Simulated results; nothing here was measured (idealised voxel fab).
The process module presented herein is designated voxel gate over fins.
We display cut, a cross-section 280 nm in width whose square cells are each 5 nm.
Square cells in a grid make up a cross-section in this document, and the grid is given as bands, listed from the top down, each one or more rows of cells.
Heads up on the band format: heights come first, top then bottom, in nm. After that it's the materials left to right, each with its width in nm. A single material flagged "full width" fills the whole band edge to edge, and "blank" means there's empty space there.
The reference from which all heights are counted is 0, the level beneath which the as-received wafer is entirely one material; the lowest band, having no lower bound, proceeds downward and is written after the example "0 and below".
Read "30..40" as a graded width: first number on top, second number at the bottom, same change between each pair of neighbouring rows.
"all unchanged" (step): cross-section cells unchanged, all of them.
Each empty space that has no open way to the top and spans at least 8 cells appears under "Trapped void list" as width x height at distance, the distance counted from the left edge, all in nm.
Where a step's line continues beyond its settings, the continuation is a remark by the simulator itself on that step.
"overlay nm" on a masked step: distance the mask lay right of its planned place, negative for left.
plan:
1: RECEIVE: material Si
2: CONFORMAL_DEP: material SiN, thk nm 5
3: PATTERN: tone cover, mask id FINS, material resist, width nm 15, pitch nm 45, thk nm 20, overlay nm 0
4: DIRECTIONAL_ETCH: etch materials SiN, depth nm 5
5: DIRECTIONAL_ETCH: etch materials Si, depth nm 35
6: STRIP: etch materials resist
7: FILL_DEP: material SiO2, thk nm 15
8: CMP: height nm 5
9: SELECTIVE_ETCH: etch materials SiO2, depth nm 20
10: STRIP: etch materials SiN
11: CONFORMAL_DEP: material HfO2, thk nm 5
12: CONFORMAL_DEP: material TiN, thk nm 5
13: CONFORMAL_DEP: material TiAl, thk nm 5
14: CONFORMAL_DEP: material TiN, thk nm 5
15: FILL_DEP: material W, thk nm 10
16: CMP: height nm 25
17: CONFORMAL_DEP: material SiN, thk nm 10
Step 1 complete: cross-section of the wafer as received:
> 0 and below | Si full width
> Trapped void list: none
The first of the two wafers as seen in cross-section once the module was finished; processing followed the plan:
> 35 down to 25 | SiN full width
> 25 down to 20 | W full width
> 20 down to 15 | W (90), TiN (100), W (90)
> 15 down to 10 | W (90), TiN (5), TiAl (90), TiN (5), W (90)
> 10 down to 5 | W (90), TiN (5), TiAl (5), TiN (35), TiAl (10), TiN (35), TiAl (5), TiN (5), W (90)
> 5 down to 0 | TiN (95), TiAl (5), TiN (5), HfO2 (25), TiN (5), TiAl (10), TiN (5), HfO2 (25), TiN (5), TiAl (5), TiN (95)
> 0 down to -5 | TiAl (100), TiN (5), HfO2 (5), Si (15), HfO2 (5), TiN (5), TiAl (10), TiN (5), HfO2 (5), Si (15), HfO2 (5), TiN (5), TiAl (100)
> -5 down to -10 | TiN (105), HfO2 (5), Si (15), HfO2 (5), TiN (20), HfO2 (5), Si (15), HfO2 (5), TiN (105)
> -10 down to -15 | HfO2 (110), Si (15), HfO2 (30), Si (15), HfO2 (110)
> -15 down to -35 | SiO2 (110), Si (15), SiO2 (30), Si (15), SiO2 (110)
> -35 and below | Si full width
> Trapped void list: none
What the second wafer looks like in cross-section once the module is done. Its start and its plan matched the first wafer's exactly; what differed was one mistake in how it was run:
> 35 down to 25 | SiN full width
> 25 down to 20 | W full width
> 20 down to 15 | W (90), TiN (105), W (85)
> 15 down to 10 | W (90), TiN (5), TiAl (95), TiN (5), W (85)
> 10 down to 5 | W (90), TiN (5), TiAl (5), TiN (40), TiAl (5), TiN (40), TiAl (5), TiN (5), W (85)
> 5 down to 0 | TiN (95), TiAl (5), TiN (5), HfO2 (30), TiN (5), TiAl (5), TiN (5), HfO2 (30), TiN (5), TiAl (5), TiN (90)
> 0 down to -5 | TiAl (100), TiN (5), HfO2 (5), Si (20), HfO2 (5), TiN (5), TiAl (5), TiN (5), HfO2 (5), Si (20), HfO2 (5), TiN (5), TiAl (95)
> -5 down to -10 | TiN (105), HfO2 (5), Si (20), HfO2 (5), TiN (15), HfO2 (5), Si (20), HfO2 (5), TiN (100)
> -10 down to -15 | HfO2 (110), Si (20), HfO2 (25), Si (20), HfO2 (105)
> -15 down to -35 | SiO2 (110), Si (20), SiO2 (25), Si (20), SiO2 (105)
> -35 and below | Si full width
> Trapped void list: none
Against the plan, the run slipped here: step 3 went in with a setting other than planned; the actual run was PATTERN: tone cover, mask id FINS, material resist, width nm 20, pitch nm 45, thk nm 20, overlay nm 0
Upon completion, the second wafer contains, in terms of cells, a greater or smaller amount of certain materials than the first wafer: Si +14; SiO2 -8; TiAl -3; W -3
